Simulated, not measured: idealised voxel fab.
process module | voxel quadruple lines
cross-section cut | 295 nm wide | cells 5 nm
A cross-section is a grid of square cells, given in bands from the top down. A band is one or more rows of cells.
Each band's line starts with the height of the band's top and of its bottom, in nm. Then come its materials from left to right, each with its width in nm. One material with "throughout" fills the band from edge to edge. "air" is empty space.
Height 0 is the level under which the wafer as received is all one material. The lowest band goes on downwards, as in "0 down".
A width such as "30 to 40" changes by the same amount from each row of cells to the next, from the band's top row to its bottom row.
"no change" after a step means that no cell of the cross-section changed.
closed voids: empty space of 8 cells or more with no open way to the top, each as width x height at its distance from the left edge, in nm
after a step's settings: what the simulator itself notes on the step
overlay nm, on a step with a mask: how far to the right of its planned place the mask lay; to the left if negative
plan
1 op RECEIVE | material Si
2 op CONFORMAL_DEP | material Al2O3 | thk nm 5
3 op DIRECTIONAL_DEP | material TiN | thk nm 15
4 op DIRECTIONAL_DEP | material polySi | thk nm 20
5 op DIRECTIONAL_DEP | material aC | thk nm 20
6 op PATTERN | tone cover | mask id MANDREL | material resist | width nm 20 | thk nm 30 | overlay nm 0
7 op DIRECTIONAL_ETCH | etch materials aC | depth nm 20
8 op STRIP | etch materials resist
9 op CONFORMAL_DEP | material SiO2 | thk nm 10
10 op DIRECTIONAL_ETCH | etch materials SiO2 | depth nm 10
11 op STRIP | etch materials aC
12 op DIRECTIONAL_ETCH | etch materials polySi | depth nm 20
13 op STRIP | etch materials SiO2
14 op CONFORMAL_DEP | material SiCN | thk nm 5
15 op DIRECTIONAL_ETCH | etch materials SiCN | depth nm 5
16 op STRIP | etch materials polySi
17 op DIRECTIONAL_ETCH | etch materials TiN | depth nm 15
18 op STRIP | etch materials SiCN
first wafer, as planned
as received, after step 1
  0 down: Si throughout
  closed voids: none
after step 2
  5 to 0: Al2O3 throughout
  below 0: unchanged
after step 3
  20 to 5: TiN throughout
  below 5: unchanged
after step 4
  40 to 20: polySi throughout
  below 20: unchanged
after step 5
  60 to 40: aC throughout
  below 40: unchanged
after step 6
  90 to 60: air 135 | resist 20 | air 140
  below 60: unchanged
after step 7
  70 to 60: air 135 | resist 20 | air 140
  60 to 40: air 135 | aC 20 | air 140
  below 40: unchanged
after step 8
  60 to 40: air 135 | aC 20 | air 140
  below 40: unchanged
after step 9
  70 to 60: air 125 | SiO2 40 | air 130
  60 to 50: air 125 | SiO2 10 | aC 20 | SiO2 10 | air 130
  50 to 40: SiO2 135 | aC 20 | SiO2 140
  below 40: unchanged
after step 10
  60 to 40: air 125 | SiO2 10 | aC 20 | SiO2 10 | air 130
  below 40: unchanged
after step 11
  60 to 40: air 125 | SiO2 10 | air 20 | SiO2 10 | air 130
  below 40: unchanged
after step 12
  60 to 40: air 125 | SiO2 10 | air 20 | SiO2 10 | air 130
  40 to 20: air 125 | polySi 10 | air 20 | polySi 10 | air 130
  below 20: unchanged
after step 13
  40 to 20: air 125 | polySi 10 | air 20 | polySi 10 | air 130
  below 20: unchanged
after step 14
  45 to 40: air 120 | SiCN 20 | air 10 | SiCN 20 | air 125
  40 to 25: air 120 | SiCN 5 | polySi 10 | SiCN 5 | air 10 | SiCN 5 | polySi 10 | SiCN 5 | air 125
  25 to 20: SiCN 125 | polySi 10 | SiCN 20 | polySi 10 | SiCN 130
  below 20: unchanged
after step 15
  40 to 20: air 120 | SiCN 5 | polySi 10 | SiCN 5 | air 10 | SiCN 5 | polySi 10 | SiCN 5 | air 125
  below 20: unchanged
after step 16
  40 to 20: air 120 | SiCN 5 | air 10 | SiCN 5 | air 10 | SiCN 5 | air 10 | SiCN 5 | air 125
  below 20: unchanged
after step 17
  40 to 20: air 120 | SiCN 5 | air 10 | SiCN 5 | air 10 | SiCN 5 | air 10 | SiCN 5 | air 125
  20 to 5: air 120 | TiN 5 | air 10 | TiN 5 | air 10 | TiN 5 | air 10 | TiN 5 | air 125
  below 5: unchanged
after step 18
  20 to 5: air 120 | TiN 5 | air 10 | TiN 5 | air 10 | TiN 5 | air 10 | TiN 5 | air 125
  below 5: unchanged
second wafer: like start, like plan, one mistake. Through step 2 it matches the first wafer
when step 3 should have ended
  35 to 5: TiN throughout
  below 5: unchanged
when step 4 should have ended
  55 to 35: polySi throughout
  below 35: unchanged
when step 5 should have ended
  75 to 55: aC throughout
  below 55: unchanged
when step 6 should have ended
  105 to 75: air 135 | resist 20 | air 140
  below 75: unchanged
when step 7 should have ended
  85 to 75: air 135 | resist 20 | air 140
  75 to 55: air 135 | aC 20 | air 140
  below 55: unchanged
when step 8 should have ended
  75 to 55: air 135 | aC 20 | air 140
  below 55: unchanged
when step 9 should have ended
  85 to 75: air 125 | SiO2 40 | air 130
  75 to 65: air 125 | SiO2 10 | aC 20 | SiO2 10 | air 130
  65 to 55: SiO2 135 | aC 20 | SiO2 140
  below 55: unchanged
when step 10 should have ended
  75 to 55: air 125 | SiO2 10 | aC 20 | SiO2 10 | air 130
  below 55: unchanged
when step 11 should have ended
  75 to 55: air 125 | SiO2 10 | air 20 | SiO2 10 | air 130
  below 55: unchanged
when step 12 should have ended
  75 to 55: air 125 | SiO2 10 | air 20 | SiO2 10 | air 130
  55 to 35: air 125 | polySi 10 | air 20 | polySi 10 | air 130
  below 35: unchanged
when step 13 should have ended
  55 to 35: air 125 | polySi 10 | air 20 | polySi 10 | air 130
  below 35: unchanged
when step 14 should have ended
  60 to 55: air 120 | SiCN 20 | air 10 | SiCN 20 | air 125
  55 to 40: air 120 | SiCN 5 | polySi 10 | SiCN 5 | air 10 | SiCN 5 | polySi 10 | SiCN 5 | air 125
  40 to 35: SiCN 125 | polySi 10 | SiCN 20 | polySi 10 | SiCN 130
  below 35: unchanged
when step 15 should have ended
  55 to 35: air 120 | SiCN 5 | polySi 10 | SiCN 5 | air 10 | SiCN 5 | polySi 10 | SiCN 5 | air 125
  below 35: unchanged
when step 16 should have ended
  55 to 35: air 120 | SiCN 5 | air 10 | SiCN 5 | air 10 | SiCN 5 | air 10 | SiCN 5 | air 125
  below 35: unchanged
when step 17 should have ended
  55 to 35: air 120 | SiCN 5 | air 10 | SiCN 5 | air 10 | SiCN 5 | air 10 | SiCN 5 | air 125
  35 to 20: air 120 | TiN 5 | air 10 | TiN 5 | air 10 | TiN 5 | air 10 | TiN 5 | air 125
  below 20: unchanged
when step 18 should have ended
  35 to 20: air 120 | TiN 5 | air 10 | TiN 5 | air 10 | TiN 5 | air 10 | TiN 5 | air 125
  below 20: unchanged
what went wrong: step 3 was run twice
at the end the second wafer has, in cells: 177 more of TiN
